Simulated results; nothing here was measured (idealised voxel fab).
Process module heading - voxel tone inversion
We display cut, a cross-section 285 nm in width whose square cells are each 5 nm.
A cross-section is written here as square cells arranged in a grid, and it is given in bands from the top down, each band taking up one or more rows of cells.
Top height, bottom height, nm. Materials left to right, width each, nm. Single material + "everywhere" = fills band edge to edge. "blank" = empty.
Beneath 0, the wafer as received is one material, and that level is where height counting begins. The lowest band goes on downward without a bottom; it is written like "z 0 and below".
The notation "30..40" denotes a width that varies across the rows of cells in the band, beginning at the first number in the top row, finishing at the second number in the bottom row, and changing by an identical amount from each row to the next.
When a step is marked "stayed the same", none of the cells in the cross-section changed during that step.
Empty spaces without an open route to the top, at least 8 cells in extent, make up the entry "Sealed-off cavities"; each is given as width x height at distance, where the distance is measured from the left edge, and all are in nm.
Text after the settings on a step's line: the simulator's own remark on that step.
"overlay nm" on a masked step: distance the mask lay right of its planned place, negative for left.

Planned process steps:
1: RECEIVE with material Si
2: CONFORMAL_DEP with material SiN, thk nm 10
3: DIRECTIONAL_DEP with material aC, thk nm 15
4: PATTERN with tone cover, mask id POSTS, material resist, width nm 20, pitch nm 35, thk nm 20, overlay nm 0
5: DIRECTIONAL_ETCH with etch materials aC, depth nm 15
6: STRIP with etch materials resist
7: FILL_DEP with material lowk, thk nm 10
8: CMP with height nm 25
9: STRIP with etch materials aC
10: CONFORMAL_DEP with material TiN, thk nm 5
11: FILL_DEP with material W, thk nm 10
12: CMP with height nm 25
13: CONFORMAL_DEP with material SiN, thk nm 5

The first wafer of two, processed as planned:

Cross-section of the wafer upon arrival, representing the state reached after step 1:
	z 0 and below | Si everywhere
	Sealed-off cavities: none

Step 2 done - wafer cross-section:
	z 10 to 0 | SiN everywhere
	Whatever lies below 0 is exactly as it was before.

Step 3 done - wafer cross-section:
	z 25 to 10 | aC everywhere
	Whatever lies below 10 is exactly as it was before.

Step 4 done - wafer cross-section:
	z 45 to 25 | 115 blank, 20 resist, 15 blank, 20 resist, 115 blank
	Whatever lies below 25 is exactly as it was before.

Step 5 done - wafer cross-section:
	z 30 to 25 | 115 blank, 20 resist, 15 blank, 20 resist, 115 blank
	z 25 to 10 | 115 blank, 20 aC, 15 blank, 20 aC, 115 blank
	Whatever lies below 10 is exactly as it was before.

Step 6 done - wafer cross-section:
	z 25 to 10 | 115 blank, 20 aC, 15 blank, 20 aC, 115 blank
	Whatever lies below 10 is exactly as it was before.

Step 7 done - wafer cross-section:
	z 35 to 25 | lowk everywhere
	z 25 to 10 | 115 lowk, 20 aC, 15 lowk, 20 aC, 115 lowk
	Whatever lies below 10 is exactly as it was before.

Step 8 done - wafer cross-section:
	z 25 to 10 | 115 lowk, 20 aC, 15 lowk, 20 aC, 115 lowk
	Whatever lies below 10 is exactly as it was before.

Step 9 done - wafer cross-section:
	z 25 to 10 | 115 lowk, 20 blank, 15 lowk, 20 blank, 115 lowk
	Whatever lies below 10 is exactly as it was before.

Step 10 done - wafer cross-section:
	z 30 to 25 | 120 TiN, 10 blank, 25 TiN, 10 blank, 120 TiN
	z 25 to 15 | 115 lowk, 5 TiN, 10 blank, 5 TiN, 15 lowk, 5 TiN, 10 blank, 5 TiN, 115 lowk
	z 15 to 10 | 115 lowk, 20 TiN, 15 lowk, 20 TiN, 115 lowk
	Whatever lies below 10 is exactly as it was before.

Step 11 done - wafer cross-section:
	z 40 to 30 | W everywhere
	z 30 to 25 | 120 TiN, 10 W, 25 TiN, 10 W, 120 TiN
	z 25 to 15 | 115 lowk, 5 TiN, 10 W, 5 TiN, 15 lowk, 5 TiN, 10 W, 5 TiN, 115 lowk
	Whatever lies below 15 is exactly as it was before.

Step 12 done - wafer cross-section:
	z 25 to 15 | 115 lowk, 5 TiN, 10 W, 5 TiN, 15 lowk, 5 TiN, 10 W, 5 TiN, 115 lowk
	Whatever lies below 15 is exactly as it was before.

Step 13 done - wafer cross-section:
	z 30 to 25 | SiN everywhere
	Whatever lies below 25 is exactly as it was before.

Wafer two of the pair: same origin, same plan, one error during the run; identical to wafer one up to and including step 11:

Second wafer, cross-section, planned end of step 12:
	z 25 to 15 | 115 lowk, 5 TiN, 10 W, 5 TiN, 15 lowk, 5 TiN, 10 W, 5 TiN, 115 lowk
	Whatever lies below 15 is exactly as it was before.

Second wafer, cross-section, planned end of step 13:
	z 30 to 25 | SiN everywhere
	Whatever lies below 25 is exactly as it was before.
Processing error: step 12 of the plan was executed twice over
The two wafers finish with the same cross-section, and therefore the mistake leaves the computed outcome of this model unchanged.
